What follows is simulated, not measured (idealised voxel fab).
This is a process module. Its name is voxel spacer lines.
Displayed cross-section: cut, width of 175 nm, square cells sized 5 nm.
Heads up, the way a cross-section reads in here is a grid of square cells, handed over as bands from the top down, with every band being one or more rows of cells.
Top height, bottom height, nm. Materials left to right, width each, nm. Single material + "edge to edge" = fills band edge to edge. "blank" = empty.
Note: height 0 marks the level under which the wafer is uniformly one material as received. Lowest band unbounded below, written "0 and below".
Note: "30..40" means the width goes from the first number (top row of the band) to the second number (bottom row) in equal steps per row of cells.
Key: "identical to before" - step with no changed cell in the cross-section.
Closed empty spaces (no open way to the top) of 8 cells or more are what "Closed void entries" lists, each as width x height at distance from the left edge, nm for all three.
Heads up: the bit after the settings on a step's line is the simulator's remark on that step.
overlay nm: for a step with a mask, the amount by which the mask lay right of where it was planned; a negative amount means left of it.

### Process steps foreseen in the plan
1: op RECEIVE | material Si
2: op CONFORMAL_DEP | material Al2O3 | thk nm 5
3: op DIRECTIONAL_DEP | material SiN | thk nm 15
4: op DIRECTIONAL_DEP | material aC | thk nm 25
5: op PATTERN | tone cover | mask id MANDREL | material resist | width nm 15 | pitch nm 50 | thk nm 30 | overlay nm -15
6: op DIRECTIONAL_ETCH | etch materials aC | depth nm 25
7: op STRIP | etch materials resist
8: op CONFORMAL_DEP | material SiO2 | thk nm 10
9: op DIRECTIONAL_ETCH | etch materials SiO2 | depth nm 10
10: op STRIP | etch materials aC
11: op DIRECTIONAL_ETCH | etch materials SiN | depth nm 15
12: op STRIP | etch materials SiO2
Wafers differ in overlay nm at step 5; plan lists the first wafer's value; identical starting state.

### This is how the first of several wafers looked in cross-section when it arrived, which is after step 1
0 and below: Si edge to edge
Closed void entries: none

### What follows is a table in which each wafer occupies a row; for the wafer as it stands at the close of the module, the row states, material by material, how many cells have been gained (+) or lost (-) since receipt, and then gives its closed voids
overlay nm -15; +35 Al2O3; +36 SiN; Closed void entries: none
overlay nm -10; +35 Al2O3; +36 SiN; Closed void entries: none
overlay nm -5; +35 Al2O3; +36 SiN; Closed void entries: none
overlay nm 0; +35 Al2O3; +36 SiN; Closed void entries: none
overlay nm 5; +35 Al2O3; +36 SiN; Closed void entries: none
overlay nm 10; +35 Al2O3; +36 SiN; Closed void entries: none
overlay nm 15; +35 Al2O3; +36 SiN; Closed void entries: none
